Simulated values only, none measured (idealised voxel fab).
voxel capacitor over wiring: a process module
Xsec cut, 300 nm wide, square cell size 5 nm.
Cross-section spec: square-cell grid; bands listed top down; each band is one or more rows. Band entry format. Leading values: height of top, height of bottom, nm. Remainder: materials in left-to-right order, each with its width in nm. Special words: "full width" on a single material, which then fills the band edge to edge; "empty", empty space. Height is counted from the level 0, under which the received wafer is composed throughout of one material. The lowest of the bands is not closed at the bottom but continues downward, in the notation "z 0 and below". Width "30->40": first value at the band's top row of cells, second value at its bottom row, equal change from row to row. It should be understood that the words "remains unaltered", when stated for a given step, signify that the cross-section underwent no change in any of its cells during that step. In the "Unvented voids" entry, you get each enclosed empty space of 8 cells or more, one with no open way to the top, written width x height at distance, distance from the left edge, in nm. It should be noted that, on the line of a given step, the content following the step's settings is a remark produced by the simulator itself with respect to that step. Among the settings permitted on a step's line is "overlay nm"; applied to a step with a mask, it specifies the extent to which the mask lay to the right of its planned position, whereas a negative figure signifies a position to the left.

The planned process steps are enumerated hereunder:
1. RECEIVE: material Si
2. CONFORMAL_DEP: material SiO2, thk nm 15
3. CONFORMAL_DEP: material SiN, thk nm 5
4. DIRECTIONAL_DEP: material SiO2, thk nm 15
5. PATTERN: tone open, mask id METAL_1, material resist, width nm 25, pitch nm 85, thk nm 20, overlay nm 0
6. DIRECTIONAL_ETCH: etch materials SiO2, depth nm 15
7. DIRECTIONAL_ETCH: etch materials SiN, depth nm 5
8. STRIP: etch materials resist
9. CONFORMAL_DEP: material TiN, thk nm 5
10. FILL_DEP: material Cu, thk nm 5
11. CMP: height nm 35
12. EPI: material Ru, thk nm 5
13. FILL_DEP: material SiCN, thk nm 5
14. DIRECTIONAL_DEP: material SiO2, thk nm 20
15. PATTERN: tone open, mask id PLUG_1, material resist, width nm 15, thk nm 15, overlay nm 0
16. DIRECTIONAL_ETCH: etch materials SiO2, depth nm 20
17. DIRECTIONAL_ETCH: etch materials SiCN, depth nm 5
18. STRIP: etch materials resist
19. CONFORMAL_DEP: material TiN, thk nm 5
20. FILL_DEP: material W, thk nm 5
21. CMP: height nm 65
22. DIRECTIONAL_DEP: material TiN, thk nm 5
23. DIRECTIONAL_DEP: material SiN, thk nm 5
24. DIRECTIONAL_DEP: material TiN, thk nm 5
25. DIRECTIONAL_DEP: material aC, thk nm 15
26. PATTERN: tone cover, mask id UPPER_PLATE, material resist, width nm 65, thk nm 35, overlay nm -15
27. DIRECTIONAL_ETCH: etch materials aC, depth nm 15
28. STRIP: etch materials resist
29. DIRECTIONAL_ETCH: etch materials TiN, depth nm 5
30. DIRECTIONAL_ETCH: etch materials SiN, depth nm 5
31. STRIP: etch materials aC
32. MASKED_ETCH: tone cover, mask id LOWER_PLATE, width nm 75, etch materials TiN, depth nm 5, overlay nm 0
33. FILL_DEP: material SiO2, thk nm 20
34. CMP: height nm 95
35. PATTERN: tone open, mask id PLUG_2, material resist, width nm 15, thk nm 20, overlay nm 0
36. DIRECTIONAL_ETCH: etch materials SiO2, depth nm 15
37. STRIP: etch materials resist
38. CONFORMAL_DEP: material TiN, thk nm 5
39. FILL_DEP: material W, thk nm 5
40. CMP: height nm 95
41. CONFORMAL_DEP: material SiN, thk nm 5
Heads up: all these wafers start the same, and what changes between them is the overlay nm in step 26. The value you see in the plan is just what the first wafer got.

The as-received cross-section of the first of several wafers corresponds to the state after step 1:
  z 0 and below = Si full width
  Unvented voids: none

Once step 41, the last step, is complete, the module is at its end; this is the cross-section of the first of several wafers:
  z 100 to 95 = SiN full width
  z 95 to 85 = 115 nm SiO2, 5 nm TiN, 5 nm W, 5 nm TiN, 170 nm SiO2
  z 85 to 75 = 115->100 nm SiO2, 15->55 nm TiN, 170->145 nm SiO2
  z 75 to 70 = 90 nm SiO2, 65 nm SiN, 145 nm SiO2
  z 70 to 65 = 90 nm SiO2, 85 nm TiN, 125 nm SiO2
  z 65 to 45 = 105 nm SiO2, 5 nm TiN, 5 nm W, 5 nm TiN, 180 nm SiO2
  z 45 to 40 = 105 nm SiCN, 15 nm TiN, 180 nm SiCN
  z 40 to 35 = 90 nm SiCN, 35 nm Ru, 50 nm SiCN, 35 nm Ru, 90 nm SiCN
  z 35 to 20 = 95 nm SiO2, 5 nm TiN, 15 nm Cu, 5 nm TiN, 60 nm SiO2, 5 nm TiN, 15 nm Cu, 5 nm TiN, 95 nm SiO2
  z 20 to 15 = 95 nm SiN, 25 nm TiN, 60 nm SiN, 25 nm TiN, 95 nm SiN
  z 15 to 0 = SiO2 full width
  z 0 and below = Si full width
  Unvented voids: none

At the end of the module, the last of several wafers in cross-section:
  z 100 to 95 = SiN full width
  z 95 to 85 = 115 nm SiO2, 5 nm TiN, 5 nm W, 5 nm TiN, 170 nm SiO2
  z 85 to 75 = 115->120 nm SiO2, 15->55 nm TiN, 170->125 nm SiO2
  z 75 to 70 = 120 nm SiO2, 65 nm SiN, 115 nm SiO2
  z 70 to 65 = 100 nm SiO2, 85 nm TiN, 115 nm SiO2
  z 65 to 45 = 105 nm SiO2, 5 nm TiN, 5 nm W, 5 nm TiN, 180 nm SiO2
  z 45 to 40 = 105 nm SiCN, 15 nm TiN, 180 nm SiCN
  z 40 to 35 = 90 nm SiCN, 35 nm Ru, 50 nm SiCN, 35 nm Ru, 90 nm SiCN
  z 35 to 20 = 95 nm SiO2, 5 nm TiN, 15 nm Cu, 5 nm TiN, 60 nm SiO2, 5 nm TiN, 15 nm Cu, 5 nm TiN, 95 nm SiO2
  z 20 to 15 = 95 nm SiN, 25 nm TiN, 60 nm SiN, 25 nm TiN, 95 nm SiN
  z 15 to 0 = SiO2 full width
  z 0 and below = Si full width
  Unvented voids: none

Tabulated below, wafer by wafer, are the end-of-module results: for each material, the number of cells gained (+) or lost (-) relative to the as-received state, followed by the closed voids:
overlay nm -15 | +18 Cu | +14 Ru | +103 SiCN | +123 SiN | +868 SiO2 | +68 TiN | +6 W | Unvented voids: none
overlay nm -10 | +18 Cu | +14 Ru | +103 SiCN | +123 SiN | +868 SiO2 | +68 TiN | +6 W | Unvented voids: none
overlay nm -5 | +18 Cu | +14 Ru | +103 SiCN | +123 SiN | +868 SiO2 | +68 TiN | +6 W | Unvented voids: none
overlay nm 0 | +18 Cu | +14 Ru | +103 SiCN | +123 SiN | +868 SiO2 | +68 TiN | +6 W | Unvented voids: none
overlay nm 5 | +18 Cu | +14 Ru | +103 SiCN | +123 SiN | +868 SiO2 | +68 TiN | +6 W | Unvented voids: none
overlay nm 10 | +18 Cu | +14 Ru | +103 SiCN | +123 SiN | +868 SiO2 | +68 TiN | +6 W | Unvented voids: none
overlay nm 15 | +18 Cu | +14 Ru | +103 SiCN | +123 SiN | +868 SiO2 | +68 TiN | +6 W | Unvented voids: none
